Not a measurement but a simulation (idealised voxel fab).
Presented below is a process module, voxel air gaps.
Displayed cross-section: cut, width of 225 nm, square cells sized 5 nm.
When this document writes out a cross-section, it uses a grid of square cells and lists it as bands, beginning at the top and moving down, with a band standing for one or more rows of cells.
Within each band entry, the heights of the top and of the bottom of the band appear first, in that order and in nm; the materials of the band then follow from left to right, each with its corresponding width in nm. The designation "all across" on a single material indicates that it fills the band from edge to edge; the designation "air" indicates empty space.
Note: height 0 marks the level under which the wafer is uniformly one material as received. Lowest band unbounded below, written "0..down".
The two numbers in a width such as "30..40" mark its ends across the band: the first belongs to the top row of cells, the second to the bottom row, and from each row to the next the width moves by the same amount.
Any step labelled "no modifications" changed none of the cells in the cross-section.
The list in "Catalogued sealed voids" covers empty spaces of 8 cells or more that cannot reach the top through any open way, and it gives each as width x height at distance; the distance is from the left edge, and width, height and distance are in nm.
Where a step's line continues beyond its settings, the continuation is a remark by the simulator itself on that step.
overlay nm: on a step with a mask, how far right of its planned place the mask lay; negative means left.
PLANNED STEP LIST FOR THE PROCESS
1 RECEIVE | material Si
2 CONFORMAL_DEP | material SiO2 | thk nm 10
3 CONFORMAL_DEP | material SiCN | thk nm 5
4 DIRECTIONAL_DEP | material SiO2 | thk nm 40
5 PATTERN | tone open | mask id LINES | material resist | width nm 20 | pitch nm 45 | thk nm 15 | overlay nm 0
6 DIRECTIONAL_ETCH | etch materials SiO2 | depth nm 40
7 STRIP | etch materials resist
8 CONFORMAL_DEP | material TiN | thk nm 5
9 FILL_DEP | material W | thk nm 10
10 CMP | height nm 55
11 EPI | material Ru | thk nm 10
12 SELECTIVE_ETCH | etch materials SiO2 | depth nm 50
13 CONFORMAL_DEP | material SiCN | thk nm 5
CROSS-SECTION OF THE WAFER AS IT CAME TO US, I.E., ALREADY THROUGH STEP 1
	0..down  Si all across
	Catalogued sealed voids: none
CROSS-SECTION AT MODULE END, ONE RUN ERROR; START AND PLAN UNCHANGED FROM ABOVE
	60..50  SiCN all across
	50..0  SiO2 all across
	0..down  Si all across
	Catalogued sealed voids: none
Where did the run depart from the plan? the intended sequence of steps 3 and 4 was reversed during processing, with each occupying the position of the other
